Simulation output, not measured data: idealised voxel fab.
process module | voxel self aligned vias
cross-section cut | 215 nm wide | cells 5 nm
A cross-section is a grid of square cells, given in bands from the top down. A band is one or more rows of cells.
Each band's line starts with the height of the band's top and of its bottom, in nm. Then come its materials from left to right, each with its width in nm. One material with "throughout" fills the band from edge to edge. "air" is empty space.
Height 0 is the level under which the wafer as received is all one material. The lowest band goes on downwards, as in "0 down".
A width such as "30 to 40" changes by the same amount from each row of cells to the next, from the band's top row to its bottom row.
"no change" after a step means that no cell of the cross-section changed.
closed voids: empty space of 8 cells or more with no open way to the top, each as width x height at its distance from the left edge, in nm
after a step's settings: what the simulator itself notes on the step
overlay nm, on a step with a mask: how far to the right of its planned place the mask lay; to the left if negative
plan
1 op RECEIVE | material Si
2 op CONFORMAL_DEP | material SiO2 | thk nm 10
3 op CONFORMAL_DEP | material SiCN | thk nm 5
4 op DIRECTIONAL_DEP | material SiO2 | thk nm 20
5 op DIRECTIONAL_DEP | material aC | thk nm 15
6 op PATTERN | tone open | mask id LINES | material resist | width nm 20 | pitch nm 60 | thk nm 30 | overlay nm 0
7 op DIRECTIONAL_ETCH | etch materials aC | depth nm 15
8 op STRIP | etch materials resist
9 op DIRECTIONAL_ETCH | etch materials SiO2 | depth nm 20
10 op STRIP | etch materials aC
11 op CONFORMAL_DEP | material TiN | thk nm 5
12 op FILL_DEP | material W | thk nm 10
13 op CMP | height nm 35
14 op SELECTIVE_ETCH | etch materials W Ru TiN | depth nm 10
15 op FILL_DEP | material SiN | thk nm 10
16 op CMP | height nm 35
17 op DIRECTIONAL_DEP | material SiO2 | thk nm 15
18 op DIRECTIONAL_DEP | material aC | thk nm 10
19 op PATTERN | tone open | mask id VIAS | material resist | width nm 30 | thk nm 30 | overlay nm 0
20 op DIRECTIONAL_ETCH | etch materials aC | depth nm 10
21 op STRIP | etch materials resist
22 op DIRECTIONAL_ETCH | etch materials SiO2 | depth nm 15
23 op DIRECTIONAL_ETCH | etch materials SiN | depth nm 10
24 op STRIP | etch materials aC
25 op CONFORMAL_DEP | material TiN | thk nm 5
26 op FILL_DEP | material W | thk nm 5
27 op CMP | height nm 50
28 op CONFORMAL_DEP | material SiN | thk nm 5
first wafer, as planned
as received, after step 1
  0 down: Si throughout
  closed voids: none
after step 2
  10 to 0: SiO2 throughout
  below 0: unchanged
after step 3
  15 to 10: SiCN throughout
  below 10: unchanged
after step 4
  35 to 15: SiO2 throughout
  below 15: unchanged
after step 5
  50 to 35: aC throughout
  below 35: unchanged
after step 6
  80 to 50: resist 65 | air 20 | resist 40 | air 20 | resist 70
  below 50: unchanged
after step 7
  65 to 50: resist 65 | air 20 | resist 40 | air 20 | resist 70
  50 to 35: aC 65 | air 20 | aC 40 | air 20 | aC 70
  below 35: unchanged
after step 8
  50 to 35: aC 65 | air 20 | aC 40 | air 20 | aC 70
  below 35: unchanged
after step 9
  50 to 35: aC 65 | air 20 | aC 40 | air 20 | aC 70
  35 to 15: SiO2 65 | air 20 | SiO2 40 | air 20 | SiO2 70
  below 15: unchanged
after step 10
  35 to 15: SiO2 65 | air 20 | SiO2 40 | air 20 | SiO2 70
  below 15: unchanged
after step 11
  40 to 35: TiN 70 | air 10 | TiN 50 | air 10 | TiN 75
  35 to 20: SiO2 65 | TiN 5 | air 10 | TiN 5 | SiO2 40 | TiN 5 | air 10 | TiN 5 | SiO2 70
  20 to 15: SiO2 65 | TiN 20 | SiO2 40 | TiN 20 | SiO2 70
  below 15: unchanged
after step 12
  50 to 40: W throughout
  40 to 35: TiN 70 | W 10 | TiN 50 | W 10 | TiN 75
  35 to 20: SiO2 65 | TiN 5 | W 10 | TiN 5 | SiO2 40 | TiN 5 | W 10 | TiN 5 | SiO2 70
  below 20: unchanged
after step 13
  35 to 20: SiO2 65 | TiN 5 | W 10 | TiN 5 | SiO2 40 | TiN 5 | W 10 | TiN 5 | SiO2 70
  below 20: unchanged
after step 14
  35 to 25: SiO2 65 | air 20 | SiO2 40 | air 20 | SiO2 70
  below 25: unchanged
after step 15
  45 to 35: SiN throughout
  35 to 25: SiO2 65 | SiN 20 | SiO2 40 | SiN 20 | SiO2 70
  below 25: unchanged
after step 16
  35 to 25: SiO2 65 | SiN 20 | SiO2 40 | SiN 20 | SiO2 70
  below 25: unchanged
after step 17
  50 to 35: SiO2 throughout
  below 35: unchanged
after step 18
  60 to 50: aC throughout
  below 50: unchanged
after step 19
  90 to 60: resist 60 | air 30 | resist 125
  below 60: unchanged
after step 20
  80 to 60: resist 60 | air 30 | resist 125
  60 to 50: aC 60 | air 30 | aC 125
  below 50: unchanged
after step 21
  60 to 50: aC 60 | air 30 | aC 125
  below 50: unchanged
after step 22
  60 to 50: aC 60 | air 30 | aC 125
  50 to 35: SiO2 60 | air 30 | SiO2 125
  below 35: unchanged
after step 23
  60 to 50: aC 60 | air 30 | aC 125
  50 to 35: SiO2 60 | air 30 | SiO2 125
  35 to 25: SiO2 65 | air 20 | SiO2 40 | SiN 20 | SiO2 70
  below 25: unchanged
after step 24
  50 to 35: SiO2 60 | air 30 | SiO2 125
  below 35: unchanged
after step 25
  55 to 50: TiN 65 | air 20 | TiN 130
  50 to 40: SiO2 60 | TiN 5 | air 20 | TiN 5 | SiO2 125
  40 to 35: SiO2 60 | TiN 10 | air 10 | TiN 10 | SiO2 125
  35 to 30: SiO2 65 | TiN 5 | air 10 | TiN 5 | SiO2 40 | SiN 20 | SiO2 70
  30 to 25: SiO2 65 | TiN 20 | SiO2 40 | SiN 20 | SiO2 70
  below 25: unchanged
after step 26
  60 to 55: W throughout
  55 to 50: TiN 65 | W 20 | TiN 130
  50 to 40: SiO2 60 | TiN 5 | W 20 | TiN 5 | SiO2 125
  40 to 35: SiO2 60 | TiN 10 | W 10 | TiN 10 | SiO2 125
  35 to 30: SiO2 65 | TiN 5 | W 10 | TiN 5 | SiO2 40 | SiN 20 | SiO2 70
  below 30: unchanged
after step 27
  50 to 40: SiO2 60 | TiN 5 | W 20 | TiN 5 | SiO2 125
  below 40: unchanged
after step 28
  55 to 50: SiN throughout
  below 50: unchanged
second wafer: like start, like plan, one mistake. Through step 2 it matches the first wafer
when step 3 should have ended
  15 to 0: SiO2 throughout
  below 0: unchanged
when step 4 should have ended
  35 to 0: SiO2 throughout
  below 0: unchanged
when step 5 should have ended
  50 to 35: aC throughout
  below 35: unchanged
when step 6 should have ended
  80 to 50: resist 65 | air 20 | resist 40 | air 20 | resist 70
  below 50: unchanged
when step 7 should have ended
  65 to 50: resist 65 | air 20 | resist 40 | air 20 | resist 70
  50 to 35: aC 65 | air 20 | aC 40 | air 20 | aC 70
  below 35: unchanged
when step 8 should have ended
  50 to 35: aC 65 | air 20 | aC 40 | air 20 | aC 70
  below 35: unchanged
when step 9 should have ended
  50 to 35: aC 65 | air 20 | aC 40 | air 20 | aC 70
  35 to 15: SiO2 65 | air 20 | SiO2 40 | air 20 | SiO2 70
  below 15: unchanged
when step 10 should have ended
  35 to 15: SiO2 65 | air 20 | SiO2 40 | air 20 | SiO2 70
  below 15: unchanged
when step 11 should have ended
  40 to 35: TiN 70 | air 10 | TiN 50 | air 10 | TiN 75
  35 to 20: SiO2 65 | TiN 5 | air 10 | TiN 5 | SiO2 40 | TiN 5 | air 10 | TiN 5 | SiO2 70
  20 to 15: SiO2 65 | TiN 20 | SiO2 40 | TiN 20 | SiO2 70
  below 15: unchanged
when step 12 should have ended
  50 to 40: W throughout
  40 to 35: TiN 70 | W 10 | TiN 50 | W 10 | TiN 75
  35 to 20: SiO2 65 | TiN 5 | W 10 | TiN 5 | SiO2 40 | TiN 5 | W 10 | TiN 5 | SiO2 70
  below 20: unchanged
when step 13 should have ended
  35 to 20: SiO2 65 | TiN 5 | W 10 | TiN 5 | SiO2 40 | TiN 5 | W 10 | TiN 5 | SiO2 70
  below 20: unchanged
when step 14 should have ended
  35 to 25: SiO2 65 | air 20 | SiO2 40 | air 20 | SiO2 70
  below 25: unchanged
when step 15 should have ended
  45 to 35: SiN throughout
  35 to 25: SiO2 65 | SiN 20 | SiO2 40 | SiN 20 | SiO2 70
  below 25: unchanged
when step 16 should have ended
  35 to 25: SiO2 65 | SiN 20 | SiO2 40 | SiN 20 | SiO2 70
  below 25: unchanged
when step 17 should have ended
  50 to 35: SiO2 throughout
  below 35: unchanged
when step 18 should have ended
  60 to 50: aC throughout
  below 50: unchanged
when step 19 should have ended
  90 to 60: resist 60 | air 30 | resist 125
  below 60: unchanged
when step 20 should have ended
  80 to 60: resist 60 | air 30 | resist 125
  60 to 50: aC 60 | air 30 | aC 125
  below 50: unchanged
when step 21 should have ended
  60 to 50: aC 60 | air 30 | aC 125
  below 50: unchanged
when step 22 should have ended
  60 to 50: aC 60 | air 30 | aC 125
  50 to 35: SiO2 60 | air 30 | SiO2 125
  below 35: unchanged
when step 23 should have ended
  60 to 50: aC 60 | air 30 | aC 125
  50 to 35: SiO2 60 | air 30 | SiO2 125
  35 to 25: SiO2 65 | air 20 | SiO2 40 | SiN 20 | SiO2 70
  below 25: unchanged
when step 24 should have ended
  50 to 35: SiO2 60 | air 30 | SiO2 125
  below 35: unchanged
when step 25 should have ended
  55 to 50: TiN 65 | air 20 | TiN 130
  50 to 40: SiO2 60 | TiN 5 | air 20 | TiN 5 | SiO2 125
  40 to 35: SiO2 60 | TiN 10 | air 10 | TiN 10 | SiO2 125
  35 to 30: SiO2 65 | TiN 5 | air 10 | TiN 5 | SiO2 40 | SiN 20 | SiO2 70
  30 to 25: SiO2 65 | TiN 20 | SiO2 40 | SiN 20 | SiO2 70
  below 25: unchanged
when step 26 should have ended
  60 to 55: W throughout
  55 to 50: TiN 65 | W 20 | TiN 130
  50 to 40: SiO2 60 | TiN 5 | W 20 | TiN 5 | SiO2 125
  40 to 35: SiO2 60 | TiN 10 | W 10 | TiN 10 | SiO2 125
  35 to 30: SiO2 65 | TiN 5 | W 10 | TiN 5 | SiO2 40 | SiN 20 | SiO2 70
  below 30: unchanged
when step 27 should have ended
  50 to 40: SiO2 60 | TiN 5 | W 20 | TiN 5 | SiO2 125
  below 40: unchanged
when step 28 should have ended
  55 to 50: SiN throughout
  below 50: unchanged
what went wrong: step 3 ran as: op CONFORMAL_DEP | material SiO2 | thk nm 5
at the end the second wafer has, in cells: 43 fewer of SiCN | 43 more of SiO2
